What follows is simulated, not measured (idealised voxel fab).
A process module follows: voxel capacitor over wiring.
For reference, the cross-section in this document is cut, with width 285 nm and square cells of 5 nm.
In this document a cross-section is written as a grid of square cells. It is given as a series of bands, listed from the top down, and a band is one or more rows of cells. Within each band entry, the heights of the top and of the bottom of the band appear first, in that order and in nm; the materials of the band then follow from left to right, each with its corresponding width in nm. The designation "everywhere" on a single material indicates that it fills the band from edge to edge; the designation "air" indicates empty space. It should be noted that heights are counted from 0, beneath which the wafer as supplied is of one material throughout, and that the lowest band possesses no lower boundary but continues downward, as written in "0 nm and below". The notation "30 to 40" denotes a width that varies across the rows of cells in the band, beginning at the first number in the top row, finishing at the second number in the bottom row, and changing by an identical amount from each row to the next. Take "no modifications" at face value: in the step it is given for, the cross-section changed in none of its cells. Enclosed voids (no open way to top), threshold 8 cells or more, entry "Entrapped void list", notation width x height at distance, distance from left edge, nm. Whatever follows a step's settings on its line is a remark the simulator itself makes about that step. overlay nm: on a step with a mask, how far right of its planned place the mask lay; negative means left.

Here's what the planned process steps look like:
1) RECEIVE (material Si)
2) CONFORMAL_DEP (material SiO2; thk nm 15)
3) DIRECTIONAL_DEP (material TiN; thk nm 5)
4) DIRECTIONAL_DEP (material W; thk nm 25)
5) MASKED_ETCH (tone cover; mask id METAL_1; width nm 20; pitch nm 85; etch materials W; depth nm 25; overlay nm 0)
6) MASKED_ETCH (tone cover; mask id METAL_1; width nm 20; pitch nm 85; etch materials TiN; depth nm 5; overlay nm 0)
7) CONFORMAL_DEP (material SiCN; thk nm 5)
8) FILL_DEP (material SiO2; thk nm 5)
9) CMP (height nm 45)
10) CONFORMAL_DEP (material SiCN; thk nm 5)
11) DIRECTIONAL_DEP (material SiO2; thk nm 15)
12) PATTERN (tone open; mask id PLUG_1; material resist; width nm 15; thk nm 20; overlay nm 0)
13) DIRECTIONAL_ETCH (etch materials SiO2; depth nm 15)
14) DIRECTIONAL_ETCH (etch materials SiCN; depth nm 5)
15) STRIP (etch materials resist)
16) EPI (material Ru; thk nm 10)
17) EPI (material Ru; thk nm 10)
18) DIRECTIONAL_DEP (material TiN; thk nm 5)
19) DIRECTIONAL_DEP (material SiN; thk nm 5)
20) DIRECTIONAL_DEP (material TiN; thk nm 5)
21) MASKED_ETCH (tone cover; mask id UPPER_PLATE; width nm 70; etch materials TiN; depth nm 5; overlay nm 0)
22) MASKED_ETCH (tone cover; mask id UPPER_PLATE; width nm 70; etch materials SiN; depth nm 5; overlay nm 0)
23) MASKED_ETCH (tone cover; mask id LOWER_PLATE; width nm 80; etch materials TiN; depth nm 5; overlay nm 0)
24) FILL_DEP (material SiO2; thk nm 20)
25) CMP (height nm 95)
26) PATTERN (tone open; mask id PLUG_2; material resist; width nm 15; thk nm 15; overlay nm 0)
27) DIRECTIONAL_ETCH (etch materials SiO2; depth nm 15)
28) STRIP (etch materials resist)
29) CONFORMAL_DEP (material TiN; thk nm 5)
30) FILL_DEP (material Cu; thk nm 5)
31) CMP (height nm 95)
32) CONFORMAL_DEP (material SiN; thk nm 5)

The cross-section here shows the wafer as received, i.e. in its state after step 1:
0 nm and below  Si everywhere
Entrapped void list: none

First of two wafers, end-of-module section, run followed plan:
100 nm to 95 nm  SiN everywhere
95 nm to 85 nm  SiO2 105  TiN 5  Cu 5  TiN 5  SiO2 165
85 nm to 75 nm  SiO2 105 to 95  TiN 15 to 70  SiO2 165 to 120
75 nm to 70 nm  SiO2 95  SiN 70  SiO2 120
70 nm to 65 nm  SiO2 90  TiN 80  SiO2 115
65 nm to 50 nm  SiO2 95  Ru 15  SiO2 175
50 nm to 45 nm  SiCN 95  Ru 15  SiCN 175
45 nm to 20 nm  SiO2 85  SiCN 5  W 20  SiCN 5  SiO2 55  SiCN 5  W 20  SiCN 5  SiO2 85
20 nm to 15 nm  SiCN 90  TiN 20  SiCN 65  TiN 20  SiCN 90
15 nm to 0 nm  SiO2 everywhere
0 nm and below  Si everywhere
Entrapped void list: none

Second wafer of the two, sectioned at the end of the module. It began like the first and followed the same plan, but one mistake was made while running it:
100 nm to 95 nm  SiN everywhere
95 nm to 85 nm  SiO2 105  TiN 5  Cu 5  TiN 5  SiO2 165
85 nm to 75 nm  SiO2 105 to 110  TiN 15 to 55  SiO2 165 to 120
75 nm to 70 nm  SiO2 110  SiN 55  SiO2 120
70 nm to 65 nm  SiO2 90  TiN 5  SiO2 15  TiN 60  SiO2 115
65 nm to 60 nm  SiO2 everywhere
60 nm to 55 nm  SiO2 95  TiN 15  SiO2 175
55 nm to 50 nm  SiO2 95  SiN 15  SiO2 175
50 nm to 45 nm  SiCN 95  TiN 15  SiCN 175
45 nm to 25 nm  W 90  SiCN 5  SiO2 10  SiCN 5  W 65  SiCN 5  SiO2 10  SiCN 5  W 90
25 nm to 20 nm  W 90  SiCN 20  W 65  SiCN 20  W 90
20 nm to 15 nm  TiN everywhere
15 nm to 0 nm  SiO2 everywhere
0 nm and below  Si everywhere
Entrapped void list: none
The mistake made against the process plan was this: it should be noted that step 5 was executed with settings other than those planned, the operation and settings actually applied being MASKED_ETCH (tone open; mask id METAL_1; width nm 20; pitch nm 85; etch materials W; depth nm 25; overlay nm 0)
Final difference in cells, second wafer against first, listed per material as more or fewer: Ru -12; SiCN -45; SiO2 -197; TiN +49; W +205
